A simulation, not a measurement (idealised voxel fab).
This section sets out a process module, namely voxel transistor to metal.
The figure presents cross-section cut, which has a width of 215 nm and is divided into square cells with an edge length of 5 nm.
For the purposes of this document, a cross-section shall be understood as a grid of square cells, specified as bands listed in top-to-bottom order, each band consisting of one or more rows of cells. Quick guide to a band line: top height, bottom height (nm) up front; then every material left to right with its width in nm. Only one material and it's marked "everywhere"? Then it fills the band edge to edge. And "empty" just means empty space. For the purposes of this specification, 0 denotes the height below which the wafer in its as-received condition is composed wholly of one material, and the lowermost band, lacking a lower limit, extends downward without end, as expressed in "from 0 down". The two numbers in a width such as "30 to 40" mark its ends across the band: the first belongs to the top row of cells, the second to the bottom row, and from each row to the next the width moves by the same amount. What does "remained the same" mean for a step? It means no cell of the cross-section changed in that step. "Enclosed voids" specifies each empty space that is not open to the top and that occupies no fewer than 8 cells, using the form width x height at distance, the distance measured from the left edge and all three quantities in nm. Text after the settings on a step's line: the simulator's own remark on that step. On any step carrying a mask, the "overlay nm" setting, if present on the step's line, tells how far right of its planned place the mask lay; negative values point to the left.

Here's what the planned process steps look like
1 RECEIVE (material Si)
2 CONFORMAL_DEP (material SiO2; thk nm 5)
3 CONFORMAL_DEP (material SiN; thk nm 15)
4 PATTERN (tone cover; mask id ACTIVE; material resist; width nm 110; thk nm 15; overlay nm 0)
5 DIRECTIONAL_ETCH (etch materials SiN; depth nm 15)
6 DIRECTIONAL_ETCH (etch materials SiO2; depth nm 5)
7 DIRECTIONAL_ETCH (etch materials Si; depth nm 20)
8 STRIP (etch materials resist)
9 OXIDIZE (depth nm 5)
10 FILL_DEP (material SiO2; thk nm 15)
11 CMP (height nm 20)
12 SELECTIVE_ETCH (etch materials SiO2; depth nm 10)
13 STRIP (etch materials SiN)
14 SELECTIVE_ETCH (etch materials SiO2; depth nm 5)
15 OXIDIZE (depth nm 5)
16 DIRECTIONAL_DEP (material polySi; thk nm 25)
17 DIRECTIONAL_DEP (material SiCN; thk nm 10)
18 MASKED_ETCH (tone cover; mask id GATE; width nm 20; etch materials SiCN; depth nm 20; overlay nm 0)
19 MASKED_ETCH (tone cover; mask id GATE; width nm 15; etch materials polySi; depth nm 35; overlay nm 0)
20 CONFORMAL_DEP (material SiO2; thk nm 5)
21 DIRECTIONAL_ETCH (etch materials SiO2; depth nm 5)
22 CONFORMAL_DEP (material SiN; thk nm 5)
23 DIRECTIONAL_ETCH (etch materials SiN; depth nm 5)
24 DIRECTIONAL_ETCH (etch materials SiO2; depth nm 5)
25 DIRECTIONAL_ETCH (etch materials Si; depth nm 10)
26 EPI (material SiGe; thk nm 15)
27 FILL_DEP (material SiO2; thk nm 5)
28 CMP (height nm 35)
29 DIRECTIONAL_DEP (material SiO2; thk nm 15)
30 DIRECTIONAL_DEP (material aC; thk nm 10)
31 PATTERN (tone open; mask id CONTACT; material resist; width nm 20; pitch nm 70; thk nm 30; overlay nm 0)
32 DIRECTIONAL_ETCH (etch materials aC; depth nm 10)
33 STRIP (etch materials resist)
34 DIRECTIONAL_ETCH (etch materials SiO2; depth nm 50)
35 STRIP (etch materials aC)
36 CONFORMAL_DEP (material TiN; thk nm 5)
37 FILL_DEP (material W; thk nm 10)
38 CMP (height nm 50)
39 DIRECTIONAL_DEP (material TiN; thk nm 5)
40 DIRECTIONAL_DEP (material Ru; thk nm 25)
41 DIRECTIONAL_DEP (material aC; thk nm 15)
42 PATTERN (tone cover; mask id METAL_1; material resist; width nm 20; pitch nm 70; thk nm 35; overlay nm 0)
43 DIRECTIONAL_ETCH (etch materials aC; depth nm 15)
44 STRIP (etch materials resist)
45 DIRECTIONAL_ETCH (etch materials Ru; depth nm 25)
46 DIRECTIONAL_ETCH (etch materials TiN; depth nm 5)
47 STRIP (etch materials aC)
48 FILL_DEP (material lowk; thk nm 10)
49 CMP (height nm 80)
50 CONFORMAL_DEP (material SiCN; thk nm 5)
For clarity, it should be stated that the wafers under discussion commence in an identical condition and differ with respect to the width nm of step 19, the plan indicating the value that the first wafer had.

As-received state after step 1, first of several wafers, cross-section
  from 0 down = Si everywhere
  Enclosed voids: none

First of several wafers, sectioned at end of module (last step: step 50)
  from 85 to 80 = SiCN everywhere
  from 80 to 55 = lowk 60 nm, then Ru 20 nm, then lowk 50 nm, then Ru 20 nm, then lowk 65 nm
  from 55 to 50 = lowk 60 nm, then TiN 20 nm, then lowk 50 nm, then TiN 20 nm, then lowk 65 nm
  from 50 to 35 = SiO2 60 nm, then TiN 5 nm, then W 10 nm, then TiN 5 nm, then SiO2 50 nm, then TiN 5 nm, then W 10 nm, then TiN 5 nm, then SiO2 65 nm
  from 35 to 25 = SiO2 60 nm, then TiN 5 nm, then W 10 nm, then TiN 5 nm, then SiO2 5 nm, then SiN 5 nm, then SiO2 5 nm, then SiCN 20 nm, then SiO2 5 nm, then SiN 5 nm, then SiO2 5 nm, then TiN 5 nm, then W 10 nm, then TiN 5 nm, then SiO2 65 nm
  from 25 to 15 = SiO2 60 nm, then TiN 5 nm, then W 10 nm, then TiN 5 nm, then SiO2 5 nm, then SiN 5 nm, then SiO2 5 nm, then polySi 20 nm, then SiO2 5 nm, then SiN 5 nm, then SiO2 5 nm, then TiN 5 nm, then W 10 nm, then TiN 5 nm, then SiO2 65 nm
  from 15 to 10 = SiO2 60 nm, then TiN 20 nm, then SiO2 5 nm, then SiN 5 nm, then SiO2 5 nm, then polySi 20 nm, then SiO2 5 nm, then SiN 5 nm, then SiO2 5 nm, then TiN 20 nm, then SiO2 65 nm
  from 10 to 5 = SiO2 60 nm, then TiN 10 nm, then SiGe 15 nm, then SiN 5 nm, then SiO2 5 nm, then polySi 20 nm, then SiO2 5 nm, then SiN 5 nm, then SiGe 15 nm, then TiN 10 nm, then SiO2 65 nm
  from 5 to 0 = SiO2 50 nm, then SiN 5 nm, then SiO2 5 nm, then TiN 10 nm, then SiGe 15 nm, then SiN 5 nm, then SiO2 5 nm, then polySi 20 nm, then SiO2 5 nm, then SiN 5 nm, then SiGe 15 nm, then TiN 10 nm, then SiO2 5 nm, then SiN 5 nm, then SiO2 55 nm
  from 0 to -5 = SiO2 55 nm, then SiGe 30 nm, then SiO2 40 nm, then SiGe 30 nm, then SiO2 60 nm
  from -5 to -15 = SiO2 55 nm, then SiGe 30 nm, then Si 40 nm, then SiGe 30 nm, then SiO2 60 nm
  from -15 to -25 = SiO2 55 nm, then Si 100 nm, then SiO2 60 nm
  from -25 down = Si everywhere
  Enclosed voids: none

So this is the cross-section on the last wafer at the end of the module
  from 85 to 80 = SiCN everywhere
  from 80 to 55 = lowk 60 nm, then Ru 20 nm, then lowk 50 nm, then Ru 20 nm, then lowk 65 nm
  from 55 to 50 = lowk 60 nm, then TiN 20 nm, then lowk 50 nm, then TiN 20 nm, then lowk 65 nm
  from 50 to 35 = SiO2 60 nm, then TiN 5 nm, then W 10 nm, then TiN 5 nm, then SiO2 50 nm, then TiN 5 nm, then W 10 nm, then TiN 5 nm, then SiO2 65 nm
  from 35 to 25 = SiO2 60 nm, then TiN 5 nm, then W 10 nm, then TiN 5 nm, then SiO2 5 nm, then SiN 5 nm, then SiO2 5 nm, then SiCN 20 nm, then SiO2 5 nm, then SiN 5 nm, then SiO2 5 nm, then TiN 5 nm, then W 10 nm, then TiN 5 nm, then SiO2 65 nm
  from 25 to 15 = SiO2 60 nm, then TiN 5 nm, then W 10 nm, then TiN 5 nm, then SiN 5 nm, then SiO2 5 nm, then polySi 30 nm, then SiO2 5 nm, then SiN 5 nm, then TiN 5 nm, then W 10 nm, then TiN 5 nm, then SiO2 65 nm
  from 15 to 10 = SiO2 60 nm, then TiN 20 nm, then SiN 5 nm, then SiO2 5 nm, then polySi 30 nm, then SiO2 5 nm, then SiN 5 nm, then TiN 20 nm, then SiO2 65 nm
  from 10 to 5 = SiO2 60 nm, then TiN 5 nm, then SiGe 15 nm, then SiN 5 nm, then SiO2 5 nm, then polySi 30 nm, then SiO2 5 nm, then SiN 5 nm, then SiGe 15 nm, then TiN 5 nm, then SiO2 65 nm
  from 5 to 0 = SiO2 50 nm, then SiN 5 nm, then SiO2 5 nm, then TiN 5 nm, then SiGe 15 nm, then SiN 5 nm, then SiO2 5 nm, then polySi 30 nm, then SiO2 5 nm, then SiN 5 nm, then SiGe 15 nm, then TiN 5 nm, then SiO2 5 nm, then SiN 5 nm, then SiO2 55 nm
  from 0 to -5 = SiO2 55 nm, then SiGe 25 nm, then SiO2 50 nm, then SiGe 25 nm, then SiO2 60 nm
  from -5 to -15 = SiO2 55 nm, then SiGe 25 nm, then Si 50 nm, then SiGe 25 nm, then SiO2 60 nm
  from -15 to -25 = SiO2 55 nm, then Si 100 nm, then SiO2 60 nm
  from -25 down = Si everywhere
  Enclosed voids: none

Each wafer at the end: cells of each material gained (+) or lost (-) since it was received, then its closed voids
width nm 15; +40 Ru; -159 Si; +51 SiCN; +48 SiGe; +16 SiN; +425 SiO2; +52 TiN; +28 W; +210 lowk; +20 polySi; Enclosed voids: none
width nm 20; +40 Ru; -159 Si; +51 SiCN; +48 SiGe; +16 SiN; +425 SiO2; +52 TiN; +28 W; +210 lowk; +20 polySi; Enclosed voids: none
width nm 25; +40 Ru; -157 Si; +51 SiCN; +45 SiGe; +16 SiN; +423 SiO2; +50 TiN; +28 W; +210 lowk; +25 polySi; Enclosed voids: none
width nm 30; +40 Ru; -155 Si; +51 SiCN; +42 SiGe; +16 SiN; +421 SiO2; +48 TiN; +28 W; +210 lowk; +30 polySi; Enclosed voids: none
